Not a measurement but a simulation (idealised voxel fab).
process module | voxel transistor to metal
cross-section cut | 205 nm wide | cells 5 nm
A cross-section is a grid of square cells, given in bands from the top down. A band is one or more rows of cells.
Each band's line starts with the height of the band's top and of its bottom, in nm. Then come its materials from left to right, each with its width in nm. One material with "throughout" fills the band from edge to edge. "air" is empty space.
Height 0 is the level under which the wafer as received is all one material. The lowest band goes on downwards, as in "0 down".
A width such as "30 to 40" changes by the same amount from each row of cells to the next, from the band's top row to its bottom row.
"no change" after a step means that no cell of the cross-section changed.
closed voids: empty space of 8 cells or more with no open way to the top, each as width x height at its distance from the left edge, in nm
after a step's settings: what the simulator itself notes on the step
overlay nm, on a step with a mask: how far to the right of its planned place the mask lay; to the left if negative
plan
1 op RECEIVE | material Si
2 op CONFORMAL_DEP | material SiO2 | thk nm 5
3 op CONFORMAL_DEP | material SiN | thk nm 15
4 op MASKED_ETCH | tone cover | mask id ACTIVE | width nm 95 | etch materials SiN | depth nm 15 | overlay nm 0
5 op MASKED_ETCH | tone cover | mask id ACTIVE | width nm 95 | etch materials SiO2 | depth nm 5 | overlay nm 0
6 op MASKED_ETCH | tone cover | mask id ACTIVE | width nm 95 | etch materials Si | depth nm 25 | overlay nm 0
7 op FILL_DEP | material SiO2 | thk nm 15
8 op CMP | height nm 20
9 op SELECTIVE_ETCH | etch materials SiO2 | depth nm 10
10 op STRIP | etch materials SiN
11 op SELECTIVE_ETCH | etch materials SiO2 | depth nm 5
12 op OXIDIZE | depth nm 5
13 op DIRECTIONAL_DEP | material polySi | thk nm 25
14 op DIRECTIONAL_DEP | material SiCN | thk nm 15
15 op PATTERN | tone cover | mask id GATE | material resist | width nm 25 | thk nm 15 | overlay nm 0
16 op DIRECTIONAL_ETCH | etch materials SiCN | depth nm 25
17 op DIRECTIONAL_ETCH | etch materials polySi | depth nm 35
18 op STRIP | etch materials resist
19 op CONFORMAL_DEP | material SiN | thk nm 10
20 op DIRECTIONAL_ETCH | etch materials SiN | depth nm 10
21 op DIRECTIONAL_ETCH | etch materials SiO2 | depth nm 5
22 op EPI | material SiGe | thk nm 5
23 op FILL_DEP | material SiO2 | thk nm 10
24 op CMP | height nm 40
25 op DIRECTIONAL_DEP | material SiO2 | thk nm 10
26 op PATTERN | tone open | mask id CONTACT | material resist | width nm 25 | pitch nm 60 | thk nm 15 | overlay nm 0
27 op DIRECTIONAL_ETCH | etch materials SiO2 | depth nm 50
28 op STRIP | etch materials resist
29 op CONFORMAL_DEP | material TiN | thk nm 5
30 op FILL_DEP | material Ru | thk nm 10
31 op CMP | height nm 50
32 op CONFORMAL_DEP | material SiN | thk nm 5
33 op DIRECTIONAL_DEP | material SiO2 | thk nm 15
34 op MASKED_ETCH | tone open | mask id METAL_1 | width nm 15 | pitch nm 70 | etch materials SiO2 | depth nm 15 | overlay nm 0
35 op MASKED_ETCH | tone open | mask id METAL_1 | width nm 15 | pitch nm 70 | etch materials SiN | depth nm 5 | overlay nm 0
36 op CONFORMAL_DEP | material TiN | thk nm 5
37 op FILL_DEP | material W | thk nm 5
38 op CMP | height nm 70
39 op CONFORMAL_DEP | material SiCN | thk nm 5
as received, after step 1
  0 down: Si throughout
  closed voids: none
first wafer at the end, as planned
  75 to 70: SiCN throughout
  70 to 55: SiO2 60 | TiN 5 | W 5 | TiN 5 | SiO2 55 | TiN 5 | W 5 | TiN 5 | SiO2 60
  55 to 50: SiN 60 | TiN 15 | SiN 55 | TiN 15 | SiN 60
  50 to 40: SiO2 60 | TiN 5 | Ru 15 to 10 | TiN 5 to 10 | SiO2 35 | TiN 5 to 10 | Ru 15 to 10 | TiN 5 | SiO2 60
  40 to 25: SiO2 60 | TiN 5 | Ru 10 | TiN 5 | SiN 10 | SiCN 25 | SiN 10 | TiN 5 | Ru 10 | TiN 5 | SiO2 60
  25 to 5: SiO2 60 | TiN 5 | Ru 10 | TiN 5 | SiN 10 | polySi 25 | SiN 10 | TiN 5 | Ru 10 | TiN 5 | SiO2 60
  5 to 0: SiO2 50 | SiN 10 | TiN 20 | SiN 10 | polySi 25 | SiN 10 | TiN 20 | SiN 10 | SiO2 50
  0 to -5: SiO2 60 | SiGe 20 | SiO2 45 | SiGe 20 | SiO2 60
  -5 to -25: SiO2 55 | Si 95 | SiO2 55
  -25 down: Si throughout
  closed voids: none
second wafer at the end: like start, like plan, one mistake
  75 to 70: SiCN throughout
  70 to 55: SiO2 60 | TiN 5 | W 5 | TiN 5 | SiO2 55 | TiN 5 | W 5 | TiN 5 | SiO2 60
  55 to 50: SiN 60 | TiN 15 | SiN 55 | TiN 15 | SiN 60
  50 to 45: SiO2 50 | TiN 5 | Ru 15 | TiN 5 | SiO2 35 | TiN 5 | Ru 15 | TiN 5 | SiO2 70
  45 to 40: SiO2 50 | TiN 5 | Ru 15 | TiN 5 | SiO2 35 | TiN 25 | SiO2 70
  40 to 25: SiO2 50 | TiN 5 | Ru 15 | TiN 5 | SiO2 5 | SiN 10 | SiCN 25 | SiN 10 | TiN 10 | SiO2 70
  25 to 10: SiO2 50 | TiN 5 | Ru 15 | TiN 5 | SiO2 5 | SiN 10 | polySi 25 | SiN 10 | TiN 10 | SiO2 70
  10 to 5: SiO2 50 | TiN 15 | Ru 5 | TiN 5 | SiO2 5 | SiN 10 | polySi 25 | SiN 10 | TiN 10 | SiO2 70
  5 to 0: SiO2 50 | SiN 10 | TiN 15 | SiO2 5 | SiN 10 | polySi 25 | SiN 10 | TiN 10 | SiO2 10 | SiN 10 | SiO2 50
  0 to -5: SiO2 60 | SiGe 20 | SiO2 45 | SiGe 20 | SiO2 60
  -5 to -25: SiO2 55 | Si 95 | SiO2 55
  -25 down: Si throughout
  closed voids: none
what went wrong: step 26 ran as: op PATTERN | tone open | mask id CONTACT | material resist | width nm 25 | pitch nm 60 | thk nm 15 | overlay nm -10
at the end the second wafer has, in cells: 10 fewer of Ru | 10 more of SiO2
